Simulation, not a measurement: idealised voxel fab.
A process module follows: voxel local oxidation.
The figure presents cross-section cut, which has a width of 150 nm and is divided into square cells with an edge length of 5 nm.
We lay out every cross-section as a grid of square cells and spell it out in bands from the top down, where one band means one or more rows of cells.
Quick guide to a band line: top height, bottom height (nm) up front; then every material left to right with its width in nm. Only one material and it's marked "throughout"? Then it fills the band edge to edge. And "blank" just means empty space.
Beneath 0, the wafer as received is one material, and that level is where height counting begins. The lowest band goes on downward without a bottom; it is written like "0 nm and below".
So if you see something like "30->40" for the width, read it as the top row of the band sitting at the first number and the bottom row at the second, with every row in between moving by the same amount as the last.
Key: "nothing different" - step with no changed cell in the cross-section.
So "Closed internal voids" is basically the list of trapped voids: any empty space of 8 cells or more that can't reach the top through an opening. They're written width x height at distance, the distance being from the left edge, and it's all nm.
If you see something after the settings on a step's line, that's the simulator's own remark about that step.
The "overlay nm" setting may appear on a step's line; for a step that uses a mask, it gives how far to the right of its planned position the mask lay, and a negative value indicates the left.

HERE'S WHAT THE PLANNED PROCESS STEPS LOOK LIKE
1. RECEIVE: material Si
2. OXIDIZE: depth nm 5
3. CONFORMAL_DEP: material SiN, thk nm 15
4. DIRECTIONAL_DEP: material aC, thk nm 15
5. PATTERN: tone cover, mask id ACTIVE, material resist, width nm 95, thk nm 30, overlay nm -10
6. DIRECTIONAL_ETCH: etch materials aC, depth nm 15
7. STRIP: etch materials resist
8. DIRECTIONAL_ETCH: etch materials SiN, depth nm 15
9. STRIP: etch materials aC
10. SELECTIVE_ETCH: etch materials SiO2, depth nm 5
11. OXIDIZE: depth nm 15
12. STRIP: etch materials SiN
Same starting wafers, different overlay nm at step 5. Plan value belongs to the first wafer.

FIRST WAFER OF SEVERAL, AS RECEIVED: CROSS-SECTION AFTER STEP 1
0 nm and below | Si throughout
Closed internal voids: none

TAKE A LOOK AT THE FIRST OF SEVERAL WAFERS IN CROSS-SECTION: THE MODULE IS DONE, AND STEP 12 WAS ITS LAST STEP
0 nm to -5 nm | blank 20, SiO2 85, blank 45
-5 nm to -20 nm | SiO2 35, Si 55, SiO2 60
-20 nm and below | Si throughout
Closed internal voids: none

A CROSS-SECTION THROUGH THE LAST WAFER AT THE CLOSE OF THE MODULE
0 nm to -5 nm | blank 45, SiO2 85, blank 20
-5 nm to -20 nm | SiO2 60, Si 55, SiO2 35
-20 nm and below | Si throughout
Closed internal voids: none

BASICALLY EACH WAFER GETS A LINE IN THE TABLE, SHOWING IT AT THE END OF THE MODULE: MATERIAL BY MATERIAL, THE CELLS IT GAINED (+) OR LOST (-) SINCE WE GOT IT, THEN ITS CLOSED VOIDS
overlay nm -10; -87 Si; +74 SiO2; Closed internal voids: none
overlay nm -5; -87 Si; +74 SiO2; Closed internal voids: none
overlay nm 0; -87 Si; +74 SiO2; Closed internal voids: none
overlay nm 5; -87 Si; +74 SiO2; Closed internal voids: none
overlay nm 10; -87 Si; +74 SiO2; Closed internal voids: none
overlay nm 15; -87 Si; +74 SiO2; Closed internal voids: none
